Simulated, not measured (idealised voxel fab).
The name of this process module is voxel self aligned vias.
Section cut is 275 nm wide and gridded with 5 nm square cells.
Notation: cross-section as square-cell grid; stated in bands, top first, going down; one or more cell rows per band.
The entry gives the band's vertical extent as a top height and a bottom height in nm, then its horizontal make-up as materials from left to right, each with a width in nm. "empty" stands for empty space; a single material marked "full width" fills the band edge to edge.
Heights are measured from 0, the level below which the as-received wafer is all one material; the lowest band has no bottom and continues downward, written as in "top 0, no bottom".
Graded width ("30 to 40"): value in top row of band = first number; value in bottom row = second number; row-to-row change constant.
Any step labelled "nothing was modified" changed none of the cells in the cross-section.
Voids not open to the top, 8 cells minimum: see "Closed void entries". Written width x height at distance; distance is from the left edge; nm.
Read whatever lies past the settings on a step's line as the simulator's own remark about the step.
overlay nm: for a step with a mask, the amount by which the mask lay right of where it was planned; a negative amount means left of it.
[So here's the lineup of process steps we planned]
1 RECEIVE | material Si
2 CONFORMAL_DEP | material SiO2 | thk nm 15
3 CONFORMAL_DEP | material SiCN | thk nm 5
4 DIRECTIONAL_DEP | material SiO2 | thk nm 25
5 PATTERN | tone open | mask id LINES | material resist | width nm 25 | pitch nm 75 | thk nm 15 | overlay nm 0
6 DIRECTIONAL_ETCH | etch materials SiO2 | depth nm 25
7 STRIP | etch materials resist
8 CONFORMAL_DEP | material TiN | thk nm 5
9 FILL_DEP | material Ru | thk nm 10
10 CMP | height nm 45
11 SELECTIVE_ETCH | etch materials W Ru TiN | depth nm 10
12 FILL_DEP | material SiN | thk nm 5
13 CMP | height nm 45
14 DIRECTIONAL_DEP | material SiO2 | thk nm 15
15 PATTERN | tone open | mask id VIAS | material resist | width nm 45 | pitch nm 150 | thk nm 20 | overlay nm 0
16 DIRECTIONAL_ETCH | etch materials SiO2 | depth nm 15
17 DIRECTIONAL_ETCH | etch materials SiN | depth nm 10
18 STRIP | etch materials resist
19 CONFORMAL_DEP | material TiN | thk nm 5
20 FILL_DEP | material W | thk nm 5
21 CMP | height nm 60
22 CONFORMAL_DEP | material SiN | thk nm 5
[Wafer at receipt (post step 1), cross-section]
top 0, no bottom: Si full width
Closed void entries: none
[Post-module cross-section: identical start and plan to those above, one misstep in execution]
top 65, bottom 60: SiN full width
top 60, bottom 45: 40 of SiO2 / 5 of TiN / 35 of W / 5 of TiN / 105 of SiO2 / 5 of TiN / 35 of W / 5 of TiN / 40 of SiO2
top 45, bottom 40: 40 of SiO2 / 15 of TiN / 15 of W / 15 of TiN / 40 of SiO2 / 25 of SiN / 40 of SiO2 / 15 of TiN / 15 of W / 15 of TiN / 40 of SiO2
top 40, bottom 35: 50 of SiO2 / 25 of TiN / 50 of SiO2 / 25 of SiN / 50 of SiO2 / 25 of TiN / 50 of SiO2
top 35, bottom 25: 50 of SiO2 / 5 of TiN / 15 of Ru / 5 of TiN / 50 of SiO2 / 5 of TiN / 15 of Ru / 5 of TiN / 50 of SiO2 / 5 of TiN / 15 of Ru / 5 of TiN / 50 of SiO2
top 25, bottom 20: 50 of SiO2 / 25 of TiN / 50 of SiO2 / 25 of TiN / 50 of SiO2 / 25 of TiN / 50 of SiO2
top 20, bottom 15: SiCN full width
top 15, bottom 0: SiO2 full width
top 0, no bottom: Si full width
Closed void entries: none
what went wrong: step 16 off recipe, ran as DIRECTIONAL_ETCH | etch materials SiO2 | depth nm 20
